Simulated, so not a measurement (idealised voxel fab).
process module | voxel released beams
Square cells of 5 nm make up the cross-section cut, whose width is 195 nm.
Heads up, the way a cross-section reads in here is a grid of square cells, handed over as bands from the top down, with every band being one or more rows of cells.
Band: top and bottom heights (nm) first, top before bottom; then materials from left to right, widths in nm. "full width" marks a sole material filling the band edge to edge. "air" denotes empty space.
Height reference: 0 = level under which incoming wafer is all one material. Lowest band: no bottom, runs on downward, e.g. "0 and below".
A width such as "30->40" changes by the same amount from each row of cells to the next, from the band's top row to its bottom row.
For the purposes of this document, the phrase "remains unaltered" attached to a step denotes that no cell within the cross-section was modified by that step.
The entry titled "Enclosed cavity list" provides the empty spaces that have no open way to the top, restricted to those of 8 cells or more. Each is presented as width x height at distance, the distance being measured from the left edge, with all three in nm.
Past the settings on a step's line: simulator remark, on that step.
"overlay nm" on a masked step: distance the mask lay right of its planned place, negative for left.
These are the steps we planned for the process:
| 1 | RECEIVE with material Si |
| 2 | CONFORMAL_DEP with material SiN, thk nm 5 |
| 3 | DIRECTIONAL_DEP with material SiO2, thk nm 15 |
| 4 | DIRECTIONAL_DEP with material aC, thk nm 10 |
| 5 | PATTERN with tone open, mask id ANCHOR, material resist, width nm 35, thk nm 30, overlay nm 0 |
| 6 | DIRECTIONAL_ETCH with etch materials aC, depth nm 10 |
| 7 | STRIP with etch materials resist |
| 8 | DIRECTIONAL_ETCH with etch materials SiO2, depth nm 15 |
| 9 | STRIP with etch materials aC |
| 10 | CONFORMAL_DEP with material polySi, thk nm 15 |
| 11 | MASKED_ETCH with tone cover, mask id BEAM, width nm 120, etch materials polySi, depth nm 15, overlay nm 0 |
| 12 | STRIP with etch materials SiO2 |
First of two wafers, with the run carried out as planned:
This is the cross-section of the wafer as we received it, i.e. after step 1:
* 0 and below | Si full width
* Enclosed cavity list: none
Once step 2 is through, the wafer looks like this in cross-section:
* 5 down to 0 | SiN full width
* Unchanged below 0.
Once step 3 is through, the wafer looks like this in cross-section:
* 20 down to 5 | SiO2 full width
* Unchanged below 5.
Once step 4 is through, the wafer looks like this in cross-section:
* 30 down to 20 | aC full width
* Unchanged below 20.
Once step 5 is through, the wafer looks like this in cross-section:
* 60 down to 30 | resist=40; air=35; resist=120
* Unchanged below 30.
Once step 6 is through, the wafer looks like this in cross-section:
* 50 down to 30 | resist=40; air=35; resist=120
* 30 down to 20 | aC=40; air=35; aC=120
* Unchanged below 20.
Once step 7 is through, the wafer looks like this in cross-section:
* 30 down to 20 | aC=40; air=35; aC=120
* Unchanged below 20.
Once step 8 is through, the wafer looks like this in cross-section:
* 30 down to 20 | aC=40; air=35; aC=120
* 20 down to 5 | SiO2=40; air=35; SiO2=120
* Unchanged below 5.
Once step 9 is through, the wafer looks like this in cross-section:
* 20 down to 5 | SiO2=40; air=35; SiO2=120
* Unchanged below 5.
Once step 10 is through, the wafer looks like this in cross-section:
* 35 down to 20 | polySi=55; air=5; polySi=135
* 20 down to 5 | SiO2=40; polySi=35; SiO2=120
* Unchanged below 5.
Once step 11 is through, the wafer looks like this in cross-section:
* 35 down to 20 | air=35; polySi=20; air=5; polySi=95; air=40
* Unchanged below 20.
Once step 12 is through, the wafer looks like this in cross-section:
* 35 down to 20 | air=35; polySi=20; air=5; polySi=95; air=40
* 20 down to 5 | air=40; polySi=35; air=120
* Unchanged below 5.
Second wafer. Start and plan as for the first. One mistake made in running. Agrees with the first up to and including step 4:
Cross-section of the second wafer corresponding to the planned conclusion of step 5:
* 60 down to 30 | resist=45; air=25; resist=125
* Unchanged below 30.
Cross-section of the second wafer corresponding to the planned conclusion of step 6:
* 50 down to 30 | resist=45; air=25; resist=125
* 30 down to 20 | aC=45; air=25; aC=125
* Unchanged below 20.
Cross-section of the second wafer corresponding to the planned conclusion of step 7:
* 30 down to 20 | aC=45; air=25; aC=125
* Unchanged below 20.
Cross-section of the second wafer corresponding to the planned conclusion of step 8:
* 30 down to 20 | aC=45; air=25; aC=125
* 20 down to 5 | SiO2=45; air=25; SiO2=125
* Unchanged below 5.
Cross-section of the second wafer corresponding to the planned conclusion of step 9:
* 20 down to 5 | SiO2=45; air=25; SiO2=125
* Unchanged below 5.
Cross-section of the second wafer corresponding to the planned conclusion of step 10:
* 35 down to 20 | polySi full width
* 20 down to 5 | SiO2=45; polySi=25; SiO2=125
* Unchanged below 5.
Cross-section of the second wafer corresponding to the planned conclusion of step 11:
* 35 down to 20 | air=35; polySi=120; air=40
* Unchanged below 20.
Cross-section of the second wafer corresponding to the planned conclusion of step 12:
* 35 down to 20 | air=35; polySi=120; air=40
* 20 down to 5 | air=45; polySi=25; air=125
* Unchanged below 5.
It is concluded that the wafer was processed incorrectly with respect to the plan, in that off-plan run, step 5, actual operation and settings PATTERN with tone open, mask id ANCHOR, material resist, width nm 25, thk nm 30, overlay nm 0
Final cells, second wafer relative to first, materials higher or lower: polySi -3
